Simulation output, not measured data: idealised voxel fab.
process module | voxel wiring stack
cross-section cut | 255 nm wide | cells 5 nm
A cross-section is a grid of square cells, given in bands from the top down. A band is one or more rows of cells.
Each band's line starts with the height of the band's top and of its bottom, in nm. Then come its materials from left to right, each with its width in nm. One material with "throughout" fills the band from edge to edge. "air" is empty space.
Height 0 is the level under which the wafer as received is all one material. The lowest band goes on downwards, as in "0 down".
A width such as "30 to 40" changes by the same amount from each row of cells to the next, from the band's top row to its bottom row.
"no change" after a step means that no cell of the cross-section changed.
closed voids: empty space of 8 cells or more with no open way to the top, each as width x height at its distance from the left edge, in nm
after a step's settings: what the simulator itself notes on the step
overlay nm, on a step with a mask: how far to the right of its planned place the mask lay; to the left if negative
plan
1 op RECEIVE | material Si
2 op CONFORMAL_DEP | material SiO2 | thk nm 15
3 op DIRECTIONAL_DEP | material TiN | thk nm 5
4 op DIRECTIONAL_DEP | material Ru | thk nm 25
5 op MASKED_ETCH | tone cover | mask id METAL_1 | width nm 25 | pitch nm 40 | etch materials Ru | depth nm 25 | overlay nm 0
6 op MASKED_ETCH | tone cover | mask id METAL_1 | width nm 25 | pitch nm 40 | etch materials TiN | depth nm 5 | overlay nm 0
7 op FILL_DEP | material SiO2 | thk nm 10
8 op CMP | height nm 45
9 op CONFORMAL_DEP | material SiCN | thk nm 5
10 op DIRECTIONAL_DEP | material lowk | thk nm 15
11 op PATTERN | tone open | mask id PLUG_1 | material resist | width nm 15 | pitch nm 40 | thk nm 15 | overlay nm 0
12 op DIRECTIONAL_ETCH | etch materials lowk | depth nm 15
13 op DIRECTIONAL_ETCH | etch materials SiCN | depth nm 5
14 op STRIP | etch materials resist
15 op EPI | material Ru | thk nm 10
16 op EPI | material Ru | thk nm 10
17 op DIRECTIONAL_DEP | material TiN | thk nm 5
18 op DIRECTIONAL_DEP | material Ru | thk nm 20
19 op PATTERN | tone cover | mask id METAL_2 | material resist | width nm 25 | pitch nm 40 | thk nm 20 | overlay nm 0
20 op DIRECTIONAL_ETCH | etch materials Ru | depth nm 20
21 op DIRECTIONAL_ETCH | etch materials TiN | depth nm 5
22 op STRIP | etch materials resist
23 op FILL_DEP | material lowk | thk nm 10
24 op CMP | height nm 90
25 op CONFORMAL_DEP | material SiN | thk nm 5
first wafer, as planned
as received, after step 1
  0 down: Si throughout
  closed voids: none
after step 2
  15 to 0: SiO2 throughout
  below 0: unchanged
after step 3
  20 to 15: TiN throughout
  below 15: unchanged
after step 4
  45 to 20: Ru throughout
  below 20: unchanged
after step 5
  45 to 20: air 95 | Ru 25 | air 15 | Ru 25 | air 95
  below 20: unchanged
after step 6
  45 to 20: air 95 | Ru 25 | air 15 | Ru 25 | air 95
  20 to 15: air 95 | TiN 25 | air 15 | TiN 25 | air 95
  below 15: unchanged
after step 7
  55 to 45: SiO2 throughout
  45 to 20: SiO2 95 | Ru 25 | SiO2 15 | Ru 25 | SiO2 95
  20 to 15: SiO2 95 | TiN 25 | SiO2 15 | TiN 25 | SiO2 95
  below 15: unchanged
after step 8
  45 to 20: SiO2 95 | Ru 25 | SiO2 15 | Ru 25 | SiO2 95
  below 20: unchanged
after step 9
  50 to 45: SiCN throughout
  below 45: unchanged
after step 10
  65 to 50: lowk throughout
  below 50: unchanged
after step 11
  80 to 65: resist 95 | air 15 | resist 25 | air 15 | resist 105
  below 65: unchanged
after step 12
  80 to 65: resist 95 | air 15 | resist 25 | air 15 | resist 105
  65 to 50: lowk 95 | air 15 | lowk 25 | air 15 | lowk 105
  below 50: unchanged
after step 13
  80 to 65: resist 95 | air 15 | resist 25 | air 15 | resist 105
  65 to 50: lowk 95 | air 15 | lowk 25 | air 15 | lowk 105
  50 to 45: SiCN 95 | air 15 | SiCN 25 | air 15 | SiCN 105
  below 45: unchanged
after step 14
  65 to 50: lowk 95 | air 15 | lowk 25 | air 15 | lowk 105
  below 50: unchanged
after step 15
  65 to 55: lowk 95 | air 15 | lowk 25 | air 15 | lowk 105
  55 to 50: lowk 95 | Ru 15 | lowk 25 | Ru 15 | lowk 105
  50 to 45: SiCN 95 | Ru 15 | SiCN 25 | Ru 15 | SiCN 105
  below 45: unchanged
after step 16
  65 to 50: lowk 95 | Ru 15 | lowk 25 | Ru 15 | lowk 105
  below 50: unchanged
after step 17
  70 to 65: TiN throughout
  below 65: unchanged
after step 18
  90 to 70: Ru throughout
  below 70: unchanged
after step 19
  110 to 90: air 95 | resist 25 | air 15 | resist 25 | air 95
  below 90: unchanged
after step 20
  110 to 90: air 95 | resist 25 | air 15 | resist 25 | air 95
  90 to 70: air 95 | Ru 25 | air 15 | Ru 25 | air 95
  below 70: unchanged
after step 21
  110 to 90: air 95 | resist 25 | air 15 | resist 25 | air 95
  90 to 70: air 95 | Ru 25 | air 15 | Ru 25 | air 95
  70 to 65: air 95 | TiN 25 | air 15 | TiN 25 | air 95
  below 65: unchanged
after step 22
  90 to 70: air 95 | Ru 25 | air 15 | Ru 25 | air 95
  below 70: unchanged
after step 23
  100 to 90: lowk throughout
  90 to 70: lowk 95 | Ru 25 | lowk 15 | Ru 25 | lowk 95
  70 to 65: lowk 95 | TiN 25 | lowk 15 | TiN 25 | lowk 95
  below 65: unchanged
after step 24
  90 to 70: lowk 95 | Ru 25 | lowk 15 | Ru 25 | lowk 95
  below 70: unchanged
after step 25
  95 to 90: SiN throughout
  below 90: unchanged
second wafer: like start, like plan, one mistake. Through step 10 it matches the first wafer
when step 11 should have ended
  80 to 65: air 95 | resist 15 | air 25 | resist 15 | air 105
  below 65: unchanged
when step 12 should have ended
  80 to 65: air 95 | resist 15 | air 25 | resist 15 | air 105
  65 to 50: air 95 | lowk 15 | air 25 | lowk 15 | air 105
  below 50: unchanged
when step 13 should have ended
  80 to 65: air 95 | resist 15 | air 25 | resist 15 | air 105
  65 to 50: air 95 | lowk 15 | air 25 | lowk 15 | air 105
  50 to 45: air 95 | SiCN 15 | air 25 | SiCN 15 | air 105
  below 45: unchanged
when step 14 should have ended
  65 to 50: air 95 | lowk 15 | air 25 | lowk 15 | air 105
  below 50: unchanged
when step 15 should have ended
  65 to 55: air 95 | lowk 15 | air 25 | lowk 15 | air 105
  55 to 50: air 95 | lowk 15 | Ru 20 | air 5 | lowk 15 | Ru 20 | air 85
  50 to 45: air 95 | SiCN 15 | Ru 20 | air 5 | SiCN 15 | Ru 20 | air 85
  below 45: unchanged
when step 16 should have ended
  65 to 50: air 95 | lowk 15 | Ru 25 | lowk 15 | Ru 30 | air 75
  50 to 45: air 95 | SiCN 15 | Ru 25 | SiCN 15 | Ru 30 | air 75
  below 45: unchanged
when step 17 should have ended
  70 to 65: air 95 | TiN 85 | air 75
  65 to 50: air 95 | lowk 15 | Ru 25 | lowk 15 | Ru 30 | air 75
  50 to 45: TiN 95 | SiCN 15 | Ru 25 | SiCN 15 | Ru 30 | TiN 75
  below 45: unchanged
when step 18 should have ended
  90 to 70: air 95 | Ru 85 | air 75
  70 to 65: Ru 95 | TiN 85 | Ru 75
  65 to 50: Ru 95 | lowk 15 | Ru 25 | lowk 15 | Ru 105
  below 50: unchanged
when step 19 should have ended
  110 to 90: air 95 | resist 25 | air 15 | resist 25 | air 95
  below 90: unchanged
when step 20 should have ended
  110 to 90: air 95 | resist 25 | air 15 | resist 25 | air 95
  90 to 70: air 95 | Ru 25 | air 15 | Ru 25 | air 95
  70 to 65: air 95 | TiN 85 | air 75
  65 to 50: air 95 | lowk 15 | Ru 25 | lowk 15 | Ru 30 | air 75
  below 50: unchanged
when step 21 should have ended
  110 to 90: air 95 | resist 25 | air 15 | resist 25 | air 95
  90 to 70: air 95 | Ru 25 | air 15 | Ru 25 | air 95
  70 to 65: air 95 | TiN 25 | air 15 | TiN 25 | air 95
  65 to 50: air 95 | lowk 15 | Ru 25 | lowk 15 | Ru 30 | air 75
  50 to 45: air 95 | SiCN 15 | Ru 25 | SiCN 15 | Ru 30 | air 75
  below 45: unchanged
when step 22 should have ended
  90 to 70: air 95 | Ru 25 | air 15 | Ru 25 | air 95
  below 70: unchanged
when step 23 should have ended
  100 to 90: lowk throughout
  90 to 70: lowk 95 | Ru 25 | lowk 15 | Ru 25 | lowk 95
  70 to 65: lowk 95 | TiN 25 | lowk 15 | TiN 25 | lowk 95
  65 to 50: lowk 110 | Ru 25 | lowk 15 | Ru 30 | lowk 75
  50 to 45: lowk 95 | SiCN 15 | Ru 25 | SiCN 15 | Ru 30 | lowk 75
  below 45: unchanged
when step 24 should have ended
  90 to 70: lowk 95 | Ru 25 | lowk 15 | Ru 25 | lowk 95
  below 70: unchanged
when step 25 should have ended
  95 to 90: SiN throughout
  below 90: unchanged
what went wrong: step 11 ran as: op PATTERN | tone cover | mask id PLUG_1 | material resist | width nm 15 | pitch nm 40 | thk nm 15 | overlay nm 0
at the end the second wafer has, in cells: 20 more of Ru | 39 fewer of SiCN | 19 more of lowk
